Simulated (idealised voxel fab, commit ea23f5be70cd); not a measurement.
Module name: voxel gate over fins (process module)
We display cut, a cross-section 150 nm in width whose square cells are each 5 nm.
Square cells in a grid make up a cross-section in this document, and the grid is given as bands, listed from the top down, each one or more rows of cells. First you get the band's top height and its bottom height, in nm, and then the materials it's made of, left to right, with each width in nm. If you see a single material with "full width", that one covers the band edge to edge. "air" is empty space. Beneath 0, the wafer as received is one material, and that level is where height counting begins. The lowest band goes on downward without a bottom; it is written like "0 down". Width spec "30 to 40" -> top row of cells at first value, bottom row at second value, equal per-row change in between. A step reported as "remains unaltered" is a step in which no cell of the cross-section changed. Entry "Closed void listing". Content: empty spaces with no open connection to the top, size 8 cells or greater. Each: width x height at distance. Distance: from left edge. Unit: nm. That trailing text on a step's line, after the settings, is the simulator's own remark on the step. The optional step-line setting "overlay nm" applies to steps with a mask and quantifies how far to the right of its planned location the mask lay, a negative value indicating leftward placement.

[Process steps foreseen in the plan]
| 1 | RECEIVE with material Si |
| 2 | CONFORMAL_DEP with material SiN, thk nm 5 |
| 3 | MASKED_ETCH with tone cover, mask id FINS, width nm 15, pitch nm 45, etch materials SiN, depth nm 5, overlay nm 0 |
| 4 | MASKED_ETCH with tone cover, mask id FINS, width nm 15, pitch nm 45, etch materials Si, depth nm 30, overlay nm 0 |
| 5 | OXIDIZE with depth nm 5 |
| 6 | FILL_DEP with material SiO2, thk nm 10 |
| 7 | CMP with height nm 5 |
| 8 | SELECTIVE_ETCH with etch materials SiO2, depth nm 15 |
| 9 | STRIP with etch materials SiN |
| 10 | CONFORMAL_DEP with material HfO2, thk nm 5 |
| 11 | CONFORMAL_DEP with material TiN, thk nm 5 |
| 12 | FILL_DEP with material W, thk nm 15 |
| 13 | CMP with height nm 20 |
| 14 | CONFORMAL_DEP with material SiCN, thk nm 10 |

[Wafer cross-section on receipt, i.e. after step 1]
  0 down: Si full width
  Closed void listing: none

[The cross-section shown corresponds to the wafer at the conclusion of the module. The initial structure and the process plan are those presented above; however, one mistake occurred in executing the plan]
  30 to 20: SiCN full width
  20 to 10: W full width
  10 to 5: 50 nm TiN, then 5 nm W, then 40 nm TiN, then 5 nm W, then 50 nm TiN
  5 to 0: 45 nm HfO2, then 15 nm TiN, then 30 nm HfO2, then 15 nm TiN, then 45 nm HfO2
  0 to -5: 40 nm Si, then 25 nm HfO2, then 20 nm Si, then 25 nm HfO2, then 40 nm Si
  -5 down: Si full width
  Closed void listing: none
Deviation from plan: off-plan run, step 3, actual operation and settings MASKED_ETCH with tone open, mask id FINS, width nm 15, pitch nm 45, etch materials SiN, depth nm 5, overlay nm 0
